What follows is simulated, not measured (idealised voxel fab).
This section sets out a process module, namely voxel ribs on slabs.
The cross-section on display is named cut; it measures 290 nm wide, and its cells are 5 nm squares.
Reading order for cross-sections: top band down to bottom band. Underlying form: a grid of square cells. Band size: one or more rows of cells. Band entry format. Leading values: height of top, height of bottom, nm. Remainder: materials in left-to-right order, each with its width in nm. Special words: "all across" on a single material, which then fills the band edge to edge; "air", empty space. Height is counted from the level 0, under which the received wafer is composed throughout of one material. The lowest of the bands is not closed at the bottom but continues downward, in the notation "from 0 down". The two numbers in a width such as "30..40" mark its ends across the band: the first belongs to the top row of cells, the second to the bottom row, and from each row to the next the width moves by the same amount. "nothing got changed" means the step left every cell of the cross-section as it was. Voids not open to the top, 8 cells minimum: see "Voids lacking openings". Written width x height at distance; distance is from the left edge; nm. If you see something after the settings on a step's line, that's the simulator's own remark about that step. What "overlay nm" on a step's line means: if the step has a mask, that mask lay this far to the right of its planned place, or, when the value is negative, to the left.

-- The steps planned for the process are as follows
1,RECEIVE with material Si
2,DIRECTIONAL_DEP with material SiO2, thk nm 25
3,DIRECTIONAL_DEP with material SiN, thk nm 20
4,PATTERN with tone cover, mask id RIB, material resist, width nm 30, thk nm 15, overlay nm 0
5,DIRECTIONAL_ETCH with etch materials SiN, depth nm 10
6,STRIP with etch materials resist
7,DIRECTIONAL_DEP with material aC, thk nm 15
8,PATTERN with tone cover, mask id SLAB, material resist, width nm 60, thk nm 30, overlay nm 0
9,DIRECTIONAL_ETCH with etch materials aC, depth nm 15
10,STRIP with etch materials resist
11,DIRECTIONAL_ETCH with etch materials SiN, depth nm 10
12,STRIP with etch materials aC
13,FILL_DEP with material SiO2, thk nm 25
14,CMP with height nm 65
15,DIRECTIONAL_DEP with material TiN, thk nm 5
16,PATTERN with tone cover, mask id HEATER, material resist, width nm 40, thk nm 15, overlay nm -15
17,DIRECTIONAL_ETCH with etch materials TiN, depth nm 5
18,STRIP with etch materials resist
19,CONFORMAL_DEP with material SiO2, thk nm 5
For this document, wafers share an identical start and vary in the step 16 overlay nm; the plan quotes the first wafer's value.

-- Step 1 complete: as-received cross-section of the first of several wafers
	from 0 down  Si all across
	Voids lacking openings: none

-- End-of-module cross-section, first of several wafers, after last step 19
	from 75 to 70  air=105, then SiO2=50, then air=135
	from 70 to 65  SiO2=110, then TiN=40, then SiO2=140
	from 65 to 45  SiO2 all across
	from 45 to 35  SiO2=130, then SiN=30, then SiO2=130
	from 35 to 25  SiO2=115, then SiN=60, then SiO2=115
	from 25 to 0  SiO2 all across
	from 0 down  Si all across
	Voids lacking openings: none

-- Cross-sectional view, end of module, last wafer of several
	from 75 to 70  air=135, then SiO2=50, then air=105
	from 70 to 65  SiO2=140, then TiN=40, then SiO2=110
	from 65 to 45  SiO2 all across
	from 45 to 35  SiO2=130, then SiN=30, then SiO2=130
	from 35 to 25  SiO2=115, then SiN=60, then SiO2=115
	from 25 to 0  SiO2 all across
	from 0 down  Si all across
	Voids lacking openings: none

-- Rows = wafers. At module end, each row lists per material the cells gained (+) or lost (-) since the wafer was received, then the closed voids
overlay nm -15, +36 SiN, +778 SiO2, +8 TiN, Voids lacking openings: none
overlay nm -10, +36 SiN, +778 SiO2, +8 TiN, Voids lacking openings: none
overlay nm -5, +36 SiN, +778 SiO2, +8 TiN, Voids lacking openings: none
overlay nm 0, +36 SiN, +778 SiO2, +8 TiN, Voids lacking openings: none
overlay nm 5, +36 SiN, +778 SiO2, +8 TiN, Voids lacking openings: none
overlay nm 10, +36 SiN, +778 SiO2, +8 TiN, Voids lacking openings: none
overlay nm 15, +36 SiN, +778 SiO2, +8 TiN, Voids lacking openings: none
